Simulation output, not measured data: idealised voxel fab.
process module | voxel transistor to metal
cross-section cut | 285 nm wide | cells 5 nm
A cross-section is a grid of square cells, given in bands from the top down. A band is one or more rows of cells.
Each band's line starts with the height of the band's top and of its bottom, in nm. Then come its materials from left to right, each with its width in nm. One material with "throughout" fills the band from edge to edge. "air" is empty space.
Height 0 is the level under which the wafer as received is all one material. The lowest band goes on downwards, as in "0 down".
A width such as "30 to 40" changes by the same amount from each row of cells to the next, from the band's top row to its bottom row.
"no change" after a step means that no cell of the cross-section changed.
closed voids: empty space of 8 cells or more with no open way to the top, each as width x height at its distance from the left edge, in nm
after a step's settings: what the simulator itself notes on the step
overlay nm, on a step with a mask: how far to the right of its planned place the mask lay; to the left if negative
plan
1 op RECEIVE | material Si
2 op CONFORMAL_DEP | material SiO2 | thk nm 5
3 op CONFORMAL_DEP | material SiN | thk nm 10
4 op PATTERN | tone cover | mask id ACTIVE | material resist | width nm 110 | pitch nm 135 | thk nm 20 | overlay nm 0
5 op DIRECTIONAL_ETCH | etch materials SiN | depth nm 10
6 op DIRECTIONAL_ETCH | etch materials SiO2 | depth nm 5
7 op DIRECTIONAL_ETCH | etch materials Si | depth nm 25
8 op STRIP | etch materials resist
9 op FILL_DEP | material SiO2 | thk nm 5
10 op CMP | height nm 15
11 op SELECTIVE_ETCH | etch materials SiO2 | depth nm 5
12 op STRIP | etch materials SiN
13 op SELECTIVE_ETCH | etch materials SiO2 | depth nm 5
14 op OXIDIZE | depth nm 5
15 op DIRECTIONAL_DEP | material polySi | thk nm 30
16 op DIRECTIONAL_DEP | material SiCN | thk nm 10
17 op MASKED_ETCH | tone cover | mask id GATE | width nm 20 | pitch nm 135 | etch materials SiCN | depth nm 20 | overlay nm 0
18 op MASKED_ETCH | tone cover | mask id GATE | width nm 20 | pitch nm 135 | etch materials polySi | depth nm 40 | overlay nm 0
19 op CONFORMAL_DEP | material SiO2 | thk nm 5
20 op DIRECTIONAL_ETCH | etch materials SiO2 | depth nm 5
21 op CONFORMAL_DEP | material SiN | thk nm 10
22 op DIRECTIONAL_ETCH | etch materials SiN | depth nm 10
23 op DIRECTIONAL_ETCH | etch materials SiO2 | depth nm 5
24 op EPI | material SiGe | thk nm 5
25 op FILL_DEP | material SiO2 | thk nm 5
26 op CMP | height nm 40
27 op DIRECTIONAL_DEP | material SiO2 | thk nm 15
28 op PATTERN | tone open | mask id CONTACT | material resist | width nm 30 | thk nm 20 | overlay nm 0
29 op DIRECTIONAL_ETCH | etch materials SiO2 | depth nm 55
30 op STRIP | etch materials resist
31 op CONFORMAL_DEP | material TiN | thk nm 5
32 op FILL_DEP | material W | thk nm 5
33 op CMP | height nm 55
34 op DIRECTIONAL_DEP | material TiN | thk nm 5
35 op DIRECTIONAL_DEP | material Ru | thk nm 25
36 op PATTERN | tone cover | mask id METAL_1 | material resist | width nm 20 | thk nm 15 | overlay nm 0
37 op DIRECTIONAL_ETCH | etch materials Ru | depth nm 25
38 op DIRECTIONAL_ETCH | etch materials TiN | depth nm 5
39 op STRIP | etch materials resist
40 op FILL_DEP | material SiO2 | thk nm 5
41 op CMP | height nm 85
42 op CONFORMAL_DEP | material SiCN | thk nm 5
as received, after step 1
  0 down: Si throughout
  closed voids: none
first wafer at the end, as planned
  90 to 85: SiCN throughout
  85 to 60: SiO2 30 | Ru 20 | SiO2 50 | Ru 20 | SiO2 45 | Ru 20 | SiO2 50 | Ru 20 | SiO2 30
  60 to 55: SiO2 30 | TiN 20 | SiO2 50 | TiN 20 | SiO2 45 | TiN 20 | SiO2 50 | TiN 20 | SiO2 30
  55 to 45: SiO2 30 | TiN 5 | W 20 | TiN 5 | SiO2 30 | TiN 5 | W 20 | TiN 5 | SiO2 45 | TiN 5 | W 20 | TiN 5 | SiO2 30 | TiN 5 | W 20 | TiN 5 | SiO2 30
  45 to 40: SiO2 30 | TiN 5 | W 10 | TiN 15 | SiO2 30 | TiN 15 | W 10 | TiN 5 | SiO2 45 | TiN 5 | W 10 | TiN 15 | SiO2 30 | TiN 15 | W 10 | TiN 5 | SiO2 30
  40 to 30: SiO2 30 | TiN 5 | W 10 | TiN 5 | SiN 10 | SiO2 5 | SiCN 20 | SiO2 5 | SiN 10 | TiN 5 | W 10 | TiN 5 | SiO2 45 | TiN 5 | W 10 | TiN 5 | SiN 10 | SiO2 5 | SiCN 20 | SiO2 5 | SiN 10 | TiN 5 | W 10 | TiN 5 | SiO2 30
  30 to 5: SiO2 30 | TiN 5 | W 10 | TiN 5 | SiN 10 | SiO2 5 | polySi 20 | SiO2 5 | SiN 10 | TiN 5 | W 10 | TiN 5 | SiO2 45 | TiN 5 | W 10 | TiN 5 | SiN 10 | SiO2 5 | polySi 20 | SiO2 5 | SiN 10 | TiN 5 | W 10 | TiN 5 | SiO2 30
  5 to 0: SiO2 20 | SiN 10 | TiN 20 | SiN 10 | SiO2 5 | polySi 20 | SiO2 5 | SiN 10 | TiN 20 | SiN 10 | SiO2 25 | SiN 10 | TiN 20 | SiN 10 | SiO2 5 | polySi 20 | SiO2 5 | SiN 10 | TiN 20 | SiN 10 | SiO2 20
  0 to -5: SiO2 30 | SiGe 20 | SiO2 50 | SiGe 20 | SiO2 45 | SiGe 20 | SiO2 50 | SiGe 20 | SiO2 30
  -5 to -25: SiO2 20 | Si 110 | SiO2 25 | Si 110 | SiO2 20
  -25 down: Si throughout
  closed voids: none
second wafer at the end: like start, like plan, one mistake
  90 to 85: SiCN throughout
  85 to 60: SiO2 30 | Ru 20 | SiO2 50 | Ru 20 | SiO2 45 | Ru 20 | SiO2 50 | Ru 20 | SiO2 30
  60 to 55: SiO2 30 | TiN 20 | SiO2 50 | TiN 20 | SiO2 45 | TiN 20 | SiO2 50 | TiN 20 | SiO2 30
  55 to 45: SiO2 30 | TiN 5 | W 20 | TiN 5 | SiO2 30 | TiN 5 | W 20 | TiN 5 | SiO2 45 | TiN 5 | W 20 | TiN 5 | SiO2 30 | TiN 5 | W 20 | TiN 5 | SiO2 30
  45 to 40: SiO2 30 | TiN 5 | W 10 | TiN 15 | SiO2 30 | TiN 15 | W 10 | TiN 5 | SiO2 45 | TiN 5 | W 10 | TiN 15 | SiO2 30 | TiN 15 | W 10 | TiN 5 | SiO2 30
  40 to 30: SiO2 30 | TiN 5 | W 10 | TiN 5 | SiN 10 | SiO2 5 | SiCN 20 | SiO2 5 | SiN 10 | TiN 5 | W 10 | TiN 5 | SiO2 45 | TiN 5 | W 10 | TiN 5 | SiN 10 | SiO2 5 | SiCN 20 | SiO2 5 | SiN 10 | TiN 5 | W 10 | TiN 5 | SiO2 30
  30 to 5: SiO2 30 | TiN 5 | W 10 | TiN 5 | SiN 10 | SiO2 5 | polySi 20 | SiO2 5 | SiN 10 | TiN 5 | W 10 | TiN 5 | SiO2 45 | TiN 5 | W 10 | TiN 5 | SiN 10 | SiO2 5 | polySi 20 | SiO2 5 | SiN 10 | TiN 5 | W 10 | TiN 5 | SiO2 30
  5 to 0: SiO2 15 | SiN 10 | SiO2 5 | TiN 20 | SiN 10 | SiO2 5 | polySi 20 | SiO2 5 | SiN 10 | TiN 20 | SiO2 5 | SiN 10 | SiO2 15 | SiN 10 | SiO2 5 | TiN 20 | SiN 10 | SiO2 5 | polySi 20 | SiO2 5 | SiN 10 | TiN 20 | SiO2 5 | SiN 10 | SiO2 15
  0 to -5: SiO2 25 | SiGe 25 | SiO2 50 | SiGe 25 | SiO2 35 | SiGe 25 | SiO2 50 | SiGe 25 | SiO2 25
  -5 to -10: SiO2 25 | Si 100 | SiO2 35 | Si 100 | SiO2 25
  -10 to -25: SiO2 20 | Si 110 | SiO2 25 | Si 110 | SiO2 20
  -25 down: Si throughout
  closed voids: none
what went wrong: steps 11 and 12 were swapped
at the end the second wafer has, in cells: 4 fewer of Si | 4 more of SiGe
